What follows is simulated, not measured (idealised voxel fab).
Title: Process Module voxel self aligned contacts
We display cut, a cross-section 290 nm in width whose square cells are each 5 nm.
Cross-section spec: square-cell grid; bands listed top down; each band is one or more rows. Look at the band entry: it leads with the top's height and the bottom's height in nm. Then it lists the materials left to right, with a width in nm for each. The word "everywhere" on a single material says that material fills the band edge to edge. The word "blank" is empty space. Measure heights from 0. That's the level where, below it, the as-received wafer is all one material. The lowest band is bottomless and extends downward; write it as in "top 0, no bottom". The width entry "30..40" should be interpreted row by row: the top row of cells in the band takes the first number, the bottom row takes the second number, and the change between adjacent rows is uniform throughout. "nothing was modified" -> step changed no cross-section cell. Sealed internal cavities: empty space of 8 cells or more with no open way to the top, each as width x height at its distance from the left edge, in nm. It should be noted that, on the line of a given step, the content following the step's settings is a remark produced by the simulator itself with respect to that step. Steps that use a mask can have "overlay nm" on their line. It says how far the mask sat to the right of where it was meant to be. Negative means to the left.
STEPS PLANNED FOR THE PROCESS
1: RECEIVE, material Si
2: CONFORMAL_DEP, material SiO2, thk nm 5
3: DIRECTIONAL_DEP, material polySi, thk nm 25
4: DIRECTIONAL_DEP, material SiN, thk nm 25
5: PATTERN, tone cover, mask id GATE, material resist, width nm 25, pitch nm 60, thk nm 15, overlay nm 0
6: DIRECTIONAL_ETCH, etch materials SiN, depth nm 25
7: DIRECTIONAL_ETCH, etch materials polySi, depth nm 25
8: STRIP, etch materials resist
9: CONFORMAL_DEP, material SiN, thk nm 10
10: DIRECTIONAL_ETCH, etch materials SiN, depth nm 10
11: FILL_DEP, material SiO2, thk nm 15
12: CMP, height nm 65
13: DIRECTIONAL_DEP, material aC, thk nm 10
14: PATTERN, tone open, mask id CONTACT, material resist, width nm 45, pitch nm 60, thk nm 30, overlay nm 0
15: DIRECTIONAL_ETCH, etch materials aC, depth nm 10
16: STRIP, etch materials resist
17: DIRECTIONAL_ETCH, etch materials SiO2, depth nm 65
18: STRIP, etch materials aC
19: CONFORMAL_DEP, material TiN, thk nm 5
20: FILL_DEP, material W, thk nm 10
21: CMP, height nm 65
22: CONFORMAL_DEP, material SiCN, thk nm 5
SHOWN IN CROSS-SECTION IS THE WAFER AS RECEIVED, THAT IS, AS IT STANDS AFTER STEP 1
- top 0, no bottom = Si everywhere
- Sealed internal cavities: none
CROSS-SECTIONAL VIEW OF THE FIRST OF THE TWO WAFERS UPON COMPLETION OF THE MODULE, PROCESSED IN ACCORDANCE WITH THE PLAN
- top 70, bottom 65 = SiCN everywhere
- top 65, bottom 55 = 90 nm SiO2; 5..20 nm TiN; 35..5 nm W; 5..20 nm TiN; 15 nm SiO2; 5..20 nm TiN; 35..5 nm W; 5..20 nm TiN; 95 nm SiO2
- top 55, bottom 30 = 60 nm SiO2; 45 nm SiN; 5 nm TiN; 5 nm W; 5 nm TiN; 45 nm SiN; 5 nm TiN; 5 nm W; 5 nm TiN; 45 nm SiN; 65 nm SiO2
- top 30, bottom 5 = 60 nm SiO2; 10 nm SiN; 25 nm polySi; 10 nm SiN; 5 nm TiN; 5 nm W; 5 nm TiN; 10 nm SiN; 25 nm polySi; 10 nm SiN; 5 nm TiN; 5 nm W; 5 nm TiN; 10 nm SiN; 25 nm polySi; 10 nm SiN; 65 nm SiO2
- top 5, bottom 0 = 105 nm SiO2; 15 nm TiN; 45 nm SiO2; 15 nm TiN; 110 nm SiO2
- top 0, no bottom = Si everywhere
- Sealed internal cavities: none
CROSS-SECTIONAL VIEW OF THE SECOND OF TWO WAFERS UPON COMPLETION OF THE MODULE. THIS WAFER SHARED ITS STARTING CONDITION AND PROCESS PLAN WITH THE FIRST; ONE ERROR WAS MADE DURING ITS EXECUTION
- top 85, bottom 80 = SiCN everywhere
- top 80, bottom 70 = W everywhere
- top 70, bottom 65 = 95 nm TiN; 35 nm W; 25 nm TiN; 35 nm W; 100 nm TiN
- top 65, bottom 55 = 90 nm SiO2; 5..20 nm TiN; 35..5 nm W; 5..20 nm TiN; 15 nm SiO2; 5..20 nm TiN; 35..5 nm W; 5..20 nm TiN; 95 nm SiO2
- top 55, bottom 30 = 60 nm SiO2; 45 nm SiN; 5 nm TiN; 5 nm W; 5 nm TiN; 45 nm SiN; 5 nm TiN; 5 nm W; 5 nm TiN; 45 nm SiN; 65 nm SiO2
- top 30, bottom 5 = 60 nm SiO2; 10 nm SiN; 25 nm polySi; 10 nm SiN; 5 nm TiN; 5 nm W; 5 nm TiN; 10 nm SiN; 25 nm polySi; 10 nm SiN; 5 nm TiN; 5 nm W; 5 nm TiN; 10 nm SiN; 25 nm polySi; 10 nm SiN; 65 nm SiO2
- top 5, bottom 0 = 105 nm SiO2; 15 nm TiN; 45 nm SiO2; 15 nm TiN; 110 nm SiO2
- top 0, no bottom = Si everywhere
- Sealed internal cavities: none
Which mistake was made when the wafer was run? step 21 of the plan was excluded from execution and never run
Final cells, second wafer relative to first, materials higher or lower: +44 TiN; +130 W
